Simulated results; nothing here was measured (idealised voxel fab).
Module name: voxel local oxidation (process module)
Square cell edge 5 nm, section width 290 nm, ID cut.
If you're reading a cross-section in this doc, picture square cells in a grid; it comes to you as bands, top ones listed first down to the bottom, and a band can be one or more rows of cells.
Look at the band entry: it leads with the top's height and the bottom's height in nm. Then it lists the materials left to right, with a width in nm for each. The word "edge to edge" on a single material says that material fills the band edge to edge. The word "air" is empty space.
Below 0: as-received wafer, all one material; heights counted from there. Lowest band: no bottom, goes on down, written "0 nm and below".
So if you see something like "30->40" for the width, read it as the top row of the band sitting at the first number and the bottom row at the second, with every row in between moving by the same amount as the last.
No cell of the cross-section changed in a step that is given as "no alterations made".
"Trapped voids" means: voids of 8 cells or more that are shut off from the top with no open way through. Written width x height at distance, distance from the left edge, in nm.
Anything after a step's settings on that line? It's the simulator's own note about the step.
"overlay nm" on a masked step: distance the mask lay right of its planned place, negative for left.

The following list gives the planned process steps
1 RECEIVE, material Si
2 OXIDIZE, depth nm 5
3 CONFORMAL_DEP, material SiN, thk nm 15
4 DIRECTIONAL_DEP, material aC, thk nm 15
5 PATTERN, tone cover, mask id ACTIVE, material resist, width nm 110, thk nm 35, overlay nm 0
6 DIRECTIONAL_ETCH, etch materials aC, depth nm 15
7 STRIP, etch materials resist
8 DIRECTIONAL_ETCH, etch materials SiN, depth nm 15
9 STRIP, etch materials aC
10 SELECTIVE_ETCH, etch materials SiO2, depth nm 5
11 OXIDIZE, depth nm 15
12 STRIP, etch materials SiN

Account of the first of two wafers, which was processed as intended

So this is the incoming wafer in cross-section - it's already been through step 1
0 nm and below | Si edge to edge
Trapped voids: none

After step 2
0 nm to -5 nm | SiO2 edge to edge
Anything lower than -5 is untouched.

After step 3
15 nm to 0 nm | SiN edge to edge
Anything lower than 0 is untouched.

After step 4
30 nm to 15 nm | aC edge to edge
Anything lower than 15 is untouched.

After step 5
65 nm to 30 nm | air 90 / resist 110 / air 90
Anything lower than 30 is untouched.

After step 6
50 nm to 30 nm | air 90 / resist 110 / air 90
30 nm to 15 nm | air 90 / aC 110 / air 90
Anything lower than 15 is untouched.

After step 7
30 nm to 15 nm | air 90 / aC 110 / air 90
Anything lower than 15 is untouched.

After step 8
30 nm to 15 nm | air 90 / aC 110 / air 90
15 nm to 0 nm | air 90 / SiN 110 / air 90
Anything lower than 0 is untouched.

After step 9
15 nm to 0 nm | air 90 / SiN 110 / air 90
Anything lower than 0 is untouched.

After step 10
15 nm to 0 nm | air 90 / SiN 110 / air 90
0 nm to -5 nm | air 95 / SiO2 100 / air 95
Anything lower than -5 is untouched.

After step 11
15 nm to 0 nm | air 90 / SiN 110 / air 90
0 nm to -5 nm | air 95 / SiO2 100 / air 95
-5 nm to -20 nm | SiO2 110 / Si 70 / SiO2 110
Anything lower than -20 is untouched.

After step 12
0 nm to -5 nm | air 95 / SiO2 100 / air 95
Anything lower than -5 is untouched.

Second wafer: same start and same plan as the first, one execution error; identical to the first through step 4

Second wafer cross-section, taken as of the time the plan sets for step 5 to be done
65 nm to 30 nm | air 85 / resist 120 / air 85
Anything lower than 30 is untouched.

Second wafer cross-section, taken as of the time the plan sets for step 6 to be done
50 nm to 30 nm | air 85 / resist 120 / air 85
30 nm to 15 nm | air 85 / aC 120 / air 85
Anything lower than 15 is untouched.

Second wafer cross-section, taken as of the time the plan sets for step 7 to be done
30 nm to 15 nm | air 85 / aC 120 / air 85
Anything lower than 15 is untouched.

Second wafer cross-section, taken as of the time the plan sets for step 8 to be done
30 nm to 15 nm | air 85 / aC 120 / air 85
15 nm to 0 nm | air 85 / SiN 120 / air 85
Anything lower than 0 is untouched.

Second wafer cross-section, taken as of the time the plan sets for step 9 to be done
15 nm to 0 nm | air 85 / SiN 120 / air 85
Anything lower than 0 is untouched.

Second wafer cross-section, taken as of the time the plan sets for step 10 to be done
15 nm to 0 nm | air 85 / SiN 120 / air 85
0 nm to -5 nm | air 90 / SiO2 110 / air 90
Anything lower than -5 is untouched.

Second wafer cross-section, taken as of the time the plan sets for step 11 to be done
15 nm to 0 nm | air 85 / SiN 120 / air 85
0 nm to -5 nm | air 90 / SiO2 110 / air 90
-5 nm to -20 nm | SiO2 105 / Si 80 / SiO2 105
Anything lower than -20 is untouched.

Second wafer cross-section, taken as of the time the plan sets for step 12 to be done
0 nm to -5 nm | air 90 / SiO2 110 / air 90
Anything lower than -5 is untouched.
Finding, execution versus plan: contrary to plan, step 5 was performed as PATTERN, tone cover, mask id ACTIVE, material resist, width nm 120, thk nm 35, overlay nm 0
Final wafer comparison in cells, second versus first, more or fewer per material: 6 more of Si; 4 fewer of SiO2
